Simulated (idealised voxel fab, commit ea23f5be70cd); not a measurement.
Presented below is a process module, voxel air gaps.
The cross-section shown here is cut; it is 150 nm wide and divided into square cells measuring 5 nm on a side.
The cross-sections in this document take the form of a grid made of square cells. They are written out as bands, in order from top to bottom. Each band consists of one or more rows of cells.
Per band: top height and bottom height in nm, followed by the left-to-right materials and their widths in nm; "full width" marks a single material spanning edge to edge, "air" marks empty space.
Counting heights begins at 0, where everything beneath is, in the wafer as received, one material. The lowest band has no bottom; it goes on downwards, as "from 0 down" shows.
Note: "30->40" means the width goes from the first number (top row of the band) to the second number (bottom row) in equal steps per row of cells.
"no modification" after a step means that no cell of the cross-section changed.
"Sealed cavities" contains a list of empty spaces, each no smaller than 8 cells and without an open way to the top, written in the form width x height at distance with the distance from the left edge and all three in nm.
That trailing text on a step's line, after the settings, is the simulator's own remark on the step.
A step's line can hold "overlay nm"; with a mask on that step, the setting says how far right of the planned place the mask lay, while a negative setting says it lay to the left.

PLANNED STEP LIST FOR THE PROCESS
- 1: RECEIVE (material Si)
- 2: CONFORMAL_DEP (material SiO2; thk nm 15)
- 3: CONFORMAL_DEP (material SiN; thk nm 5)
- 4: DIRECTIONAL_DEP (material SiO2; thk nm 35)
- 5: MASKED_ETCH (tone open; mask id LINES; width nm 20; pitch nm 45; etch materials SiO2; depth nm 35; overlay nm 0)
- 6: CONFORMAL_DEP (material TiN; thk nm 5)
- 7: FILL_DEP (material Ru; thk nm 5)
- 8: CMP (height nm 55)
- 9: EPI (material Ru; thk nm 10)
- 10: SELECTIVE_ETCH (etch materials SiO2; depth nm 45)
- 11: CONFORMAL_DEP (material SiN; thk nm 5)

THE FIRST WAFER OF TWO, PROCESSED AS PLANNED

CROSS-SECTION OF THE WAFER AS IT CAME TO US, I.E., ALREADY THROUGH STEP 1
    from 0 down: Si full width
    Sealed cavities: none

WAFER SECTION VIEW AFTER PROCESSING STEP 2
    from 15 to 0: SiO2 full width
    Everything below 0 is unchanged.

WAFER SECTION VIEW AFTER PROCESSING STEP 3
    from 20 to 15: SiN full width
    Everything below 15 is unchanged.

WAFER SECTION VIEW AFTER PROCESSING STEP 4
    from 55 to 20: SiO2 full width
    Everything below 20 is unchanged.

WAFER SECTION VIEW AFTER PROCESSING STEP 5
    from 55 to 20: 20 nm SiO2 | 20 nm air | 25 nm SiO2 | 20 nm air | 25 nm SiO2 | 20 nm air | 20 nm SiO2
    Everything below 20 is unchanged.

WAFER SECTION VIEW AFTER PROCESSING STEP 6
    from 60 to 55: 25 nm TiN | 10 nm air | 35 nm TiN | 10 nm air | 35 nm TiN | 10 nm air | 25 nm TiN
    from 55 to 25: 20 nm SiO2 | 5 nm TiN | 10 nm air | 5 nm TiN | 25 nm SiO2 | 5 nm TiN | 10 nm air | 5 nm TiN | 25 nm SiO2 | 5 nm TiN | 10 nm air | 5 nm TiN | 20 nm SiO2
    from 25 to 20: 20 nm SiO2 | 20 nm TiN | 25 nm SiO2 | 20 nm TiN | 25 nm SiO2 | 20 nm TiN | 20 nm SiO2
    Everything below 20 is unchanged.

WAFER SECTION VIEW AFTER PROCESSING STEP 7
    from 65 to 60: Ru full width
    from 60 to 55: 25 nm TiN | 10 nm Ru | 35 nm TiN | 10 nm Ru | 35 nm TiN | 10 nm Ru | 25 nm TiN
    from 55 to 25: 20 nm SiO2 | 5 nm TiN | 10 nm Ru | 5 nm TiN | 25 nm SiO2 | 5 nm TiN | 10 nm Ru | 5 nm TiN | 25 nm SiO2 | 5 nm TiN | 10 nm Ru | 5 nm TiN | 20 nm SiO2
    Everything below 25 is unchanged.

WAFER SECTION VIEW AFTER PROCESSING STEP 8
    from 55 to 25: 20 nm SiO2 | 5 nm TiN | 10 nm Ru | 5 nm TiN | 25 nm SiO2 | 5 nm TiN | 10 nm Ru | 5 nm TiN | 25 nm SiO2 | 5 nm TiN | 10 nm Ru | 5 nm TiN | 20 nm SiO2
    Everything below 25 is unchanged.

WAFER SECTION VIEW AFTER PROCESSING STEP 9
    from 65 to 55: 10 nm air | 40 nm Ru | 5 nm air | 40 nm Ru | 5 nm air | 40 nm Ru | 10 nm air
    Everything below 55 is unchanged.

WAFER SECTION VIEW AFTER PROCESSING STEP 10
    from 65 to 55: 10 nm air | 40 nm Ru | 5 nm air | 40 nm Ru | 5 nm air | 40 nm Ru | 10 nm air
    from 55 to 25: 20 nm air | 5 nm TiN | 10 nm Ru | 5 nm TiN | 25 nm air | 5 nm TiN | 10 nm Ru | 5 nm TiN | 25 nm air | 5 nm TiN | 10 nm Ru | 5 nm TiN | 20 nm air
    from 25 to 20: 20 nm air | 20 nm TiN | 25 nm air | 20 nm TiN | 25 nm air | 20 nm TiN | 20 nm air
    Everything below 20 is unchanged.

WAFER SECTION VIEW AFTER PROCESSING STEP 11
    from 70 to 65: 5 nm air | 140 nm SiN | 5 nm air
    from 65 to 55: 5 nm air | 5 nm SiN | 40 nm Ru | 5 nm SiN | 40 nm Ru | 5 nm SiN | 40 nm Ru | 5 nm SiN | 5 nm air
    from 55 to 50: 5 nm air | 15 nm SiN | 5 nm TiN | 10 nm Ru | 5 nm TiN | 25 nm SiN | 5 nm TiN | 10 nm Ru | 5 nm TiN | 25 nm SiN | 5 nm TiN | 10 nm Ru | 5 nm TiN | 15 nm SiN | 5 nm air
    from 50 to 25: 15 nm air | 5 nm SiN | 5 nm TiN | 10 nm Ru | 5 nm TiN | 5 nm SiN | 15 nm air | 5 nm SiN | 5 nm TiN | 10 nm Ru | 5 nm TiN | 5 nm SiN | 15 nm air | 5 nm SiN | 5 nm TiN | 10 nm Ru | 5 nm TiN | 5 nm SiN | 15 nm air
    from 25 to 20: 20 nm SiN | 20 nm TiN | 25 nm SiN | 20 nm TiN | 25 nm SiN | 20 nm TiN | 20 nm SiN
    Everything below 20 is unchanged.
    Sealed cavities: 15 x 25 at 45; 15 x 25 at 90

WHAT FOLLOWS CONCERNS THE SECOND WAFER, WHICH STARTED OUT LIKE THE FIRST AND WAS MEANT TO FOLLOW THE VERY SAME PLAN; ONE MISTAKE CREPT IN WHEN IT WAS RUN, BUT EVERYTHING UP TO AND INCLUDING STEP 2 IS THE SAME AS FOR THE FIRST WAFER

Cross-section of the second wafer corresponding to the planned conclusion of step 3: no modification

CROSS-SECTION OF THE SECOND WAFER CORRESPONDING TO THE PLANNED CONCLUSION OF STEP 4
    from 50 to 0: SiO2 full width
    Everything below 0 is unchanged.

CROSS-SECTION OF THE SECOND WAFER CORRESPONDING TO THE PLANNED CONCLUSION OF STEP 5
    from 50 to 15: 20 nm SiO2 | 20 nm air | 25 nm SiO2 | 20 nm air | 25 nm SiO2 | 20 nm air | 20 nm SiO2
    Everything below 15 is unchanged.

CROSS-SECTION OF THE SECOND WAFER CORRESPONDING TO THE PLANNED CONCLUSION OF STEP 6
    from 55 to 50: 25 nm TiN | 10 nm air | 35 nm TiN | 10 nm air | 35 nm TiN | 10 nm air | 25 nm TiN
    from 50 to 20: 20 nm SiO2 | 5 nm TiN | 10 nm air | 5 nm TiN | 25 nm SiO2 | 5 nm TiN | 10 nm air | 5 nm TiN | 25 nm SiO2 | 5 nm TiN | 10 nm air | 5 nm TiN | 20 nm SiO2
    from 20 to 15: 20 nm SiO2 | 20 nm TiN | 25 nm SiO2 | 20 nm TiN | 25 nm SiO2 | 20 nm TiN | 20 nm SiO2
    Everything below 15 is unchanged.

CROSS-SECTION OF THE SECOND WAFER CORRESPONDING TO THE PLANNED CONCLUSION OF STEP 7
    from 60 to 55: Ru full width
    from 55 to 50: 25 nm TiN | 10 nm Ru | 35 nm TiN | 10 nm Ru | 35 nm TiN | 10 nm Ru | 25 nm TiN
    from 50 to 20: 20 nm SiO2 | 5 nm TiN | 10 nm Ru | 5 nm TiN | 25 nm SiO2 | 5 nm TiN | 10 nm Ru | 5 nm TiN | 25 nm SiO2 | 5 nm TiN | 10 nm Ru | 5 nm TiN | 20 nm SiO2
    Everything below 20 is unchanged.

CROSS-SECTION OF THE SECOND WAFER CORRESPONDING TO THE PLANNED CONCLUSION OF STEP 8
    from 55 to 50: 25 nm TiN | 10 nm Ru | 35 nm TiN | 10 nm Ru | 35 nm TiN | 10 nm Ru | 25 nm TiN
    Everything below 50 is unchanged.

CROSS-SECTION OF THE SECOND WAFER CORRESPONDING TO THE PLANNED CONCLUSION OF STEP 9
    from 65 to 55: Ru full width
    Everything below 55 is unchanged.

Cross-section of the second wafer corresponding to the planned conclusion of step 10: no modification

CROSS-SECTION OF THE SECOND WAFER CORRESPONDING TO THE PLANNED CONCLUSION OF STEP 11
    from 70 to 65: SiN full width
    Everything below 65 is unchanged.
What was the processing mistake? plan step 3 never ran because it was skipped
Materials where the second wafer ends with more or fewer cells than the first: +18 Ru | -100 SiN | +126 SiO2 | +24 TiN
Heads up: the first wafer ends with 2 closed voids, the second with 0.
